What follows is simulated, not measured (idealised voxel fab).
The document below concerns the process module designated voxel gate over fins.
Section cut is 155 nm wide and gridded with 5 nm square cells.
Think of the cross-section as a grid of square cells. We describe it in bands, top to bottom, and each band covers one or more rows of those cells. The band entry comprises the height of the band's top followed by the height of its bottom, expressed in nm, and subsequently the band's materials from left to right, each stated together with its width in nm. Where a single material is marked with the word "edge to edge", that material fills the band from edge to edge. The word "blank" represents empty space. Height datum 0, below which the as-received substrate wafer is one material. Lowest band open at the bottom, running downward: "0 -> down". With a width like "30..40", each row of cells in the band differs from the next by the same amount, the top row carrying the first number and the bottom row the second. "left unchanged" for a step: no cell of the cross-section changed in that step. Basically, "Enclosed cavity list" tells you about the enclosed voids: empty spaces with no open way to the top, 8 cells or bigger, each written width x height at distance, where distance is from the left edge, all in nm. That trailing text on a step's line, after the settings, is the simulator's own remark on the step. "overlay nm", when on a step's line for a step with a mask, measures how far to the right of its planned place the mask lay; a negative measure means to the left.

[The following list gives the planned process steps]
step 1: RECEIVE | material Si
step 2: CONFORMAL_DEP | material SiN | thk nm 5
step 3: MASKED_ETCH | tone cover | mask id FINS | width nm 15 | pitch nm 50 | etch materials SiN | depth nm 5 | overlay nm 0
step 4: MASKED_ETCH | tone cover | mask id FINS | width nm 15 | pitch nm 50 | etch materials Si | depth nm 30 | overlay nm 0
step 5: FILL_DEP | material SiO2 | thk nm 5
step 6: CMP | height nm 5
step 7: DIRECTIONAL_DEP | material aC | thk nm 10
step 8: PATTERN | tone open | mask id RAIL | material resist | width nm 15 | thk nm 30 | overlay nm 0
step 9: DIRECTIONAL_ETCH | etch materials aC | depth nm 10
step 10: STRIP | etch materials resist
step 11: DIRECTIONAL_ETCH | etch materials SiO2 | depth nm 30
step 12: STRIP | etch materials aC
step 13: CONFORMAL_DEP | material TiN | thk nm 5
step 14: FILL_DEP | material W | thk nm 10
step 15: CMP | height nm 5
step 16: SELECTIVE_ETCH | etch materials W Ru TiN | depth nm 20
step 17: FILL_DEP | material SiO2 | thk nm 5
step 18: CMP | height nm 5
step 19: SELECTIVE_ETCH | etch materials SiO2 | depth nm 15
step 20: STRIP | etch materials SiN
step 21: CONFORMAL_DEP | material HfO2 | thk nm 5
step 22: CONFORMAL_DEP | material TiN | thk nm 5
step 23: FILL_DEP | material W | thk nm 10
step 24: CMP | height nm 15
step 25: CONFORMAL_DEP | material SiCN | thk nm 10

[Cross-section: wafer on arrival = after step 1]
  0 -> down  Si edge to edge
  Enclosed cavity list: none

[As-planned run: cross-section of the first of two wafers at end of module]
  25 -> 15  SiCN edge to edge
  15 -> 10  W edge to edge
  10 -> 5  10 nm W  35 nm TiN  15 nm W  35 nm TiN  15 nm W  35 nm TiN  10 nm W
  5 -> 0  10 nm W  5 nm TiN  25 nm HfO2  5 nm TiN  15 nm W  5 nm TiN  25 nm HfO2  5 nm TiN  15 nm W  5 nm TiN  25 nm HfO2  5 nm TiN  10 nm W
  0 -> -5  15 nm TiN  5 nm HfO2  15 nm Si  5 nm HfO2  25 nm TiN  5 nm HfO2  15 nm Si  5 nm HfO2  25 nm TiN  5 nm HfO2  15 nm Si  5 nm HfO2  15 nm TiN
  -5 -> -10  20 nm HfO2  15 nm Si  35 nm HfO2  15 nm Si  35 nm HfO2  15 nm Si  20 nm HfO2
  -10 -> -15  20 nm SiO2  15 nm Si  35 nm SiO2  15 nm Si  35 nm SiO2  15 nm Si  20 nm SiO2
  -15 -> -20  20 nm SiO2  15 nm Si  10 nm SiO2  5 nm TiN  5 nm W  5 nm TiN  10 nm SiO2  15 nm Si  35 nm SiO2  15 nm Si  20 nm SiO2
  -20 -> -25  20 nm SiO2  15 nm Si  10 nm SiO2  15 nm TiN  10 nm SiO2  15 nm Si  35 nm SiO2  15 nm Si  20 nm SiO2
  -25 -> -30  20 nm SiO2  15 nm Si  35 nm SiO2  15 nm Si  35 nm SiO2  15 nm Si  20 nm SiO2
  -30 -> down  Si edge to edge
  Enclosed cavity list: none

[Here is the second of the two wafers cut open at the end of the module - same start, same plan as the first one, but we made one mistake running it]
  25 -> 15  SiCN edge to edge
  15 -> 10  W edge to edge
  10 -> 5  10 nm W  35 nm TiN  15 nm W  35 nm TiN  15 nm W  35 nm TiN  10 nm W
  5 -> 0  10 nm W  5 nm TiN  25 nm HfO2  5 nm TiN  15 nm W  5 nm TiN  25 nm HfO2  5 nm TiN  15 nm W  5 nm TiN  25 nm HfO2  5 nm TiN  10 nm W
  0 -> -5  15 nm TiN  5 nm HfO2  15 nm Si  5 nm HfO2  25 nm TiN  5 nm HfO2  15 nm Si  5 nm HfO2  25 nm TiN  5 nm HfO2  15 nm Si  5 nm HfO2  15 nm TiN
  -5 -> -10  10 nm HfO2  5 nm TiN  5 nm HfO2  15 nm Si  5 nm HfO2  5 nm TiN  15 nm HfO2  5 nm TiN  5 nm HfO2  15 nm Si  5 nm HfO2  5 nm TiN  15 nm HfO2  5 nm TiN  5 nm HfO2  15 nm Si  5 nm HfO2  5 nm TiN  10 nm HfO2
  -10 -> -15  5 nm SiO2  15 nm HfO2  15 nm Si  15 nm HfO2  5 nm SiO2  15 nm HfO2  15 nm Si  15 nm HfO2  5 nm SiO2  15 nm HfO2  15 nm Si  15 nm HfO2  5 nm SiO2
  -15 -> -20  20 nm SiO2  15 nm Si  10 nm SiO2  5 nm TiN  5 nm W  5 nm TiN  10 nm SiO2  15 nm Si  35 nm SiO2  15 nm Si  20 nm SiO2
  -20 -> -25  20 nm SiO2  15 nm Si  10 nm SiO2  15 nm TiN  10 nm SiO2  15 nm Si  35 nm SiO2  15 nm Si  20 nm SiO2
  -25 -> -30  20 nm SiO2  15 nm Si  35 nm SiO2  15 nm Si  35 nm SiO2  15 nm Si  20 nm SiO2
  -30 -> down  Si edge to edge
  Enclosed cavity list: none
It is concluded that the wafer was processed incorrectly with respect to the plan, in that note: step 19 <-> step 20, run order reversed vs plan
Per the end-of-run cell counts, the second wafer holds more or fewer of some materials than the first: +12 HfO2, -18 SiO2, +6 TiN
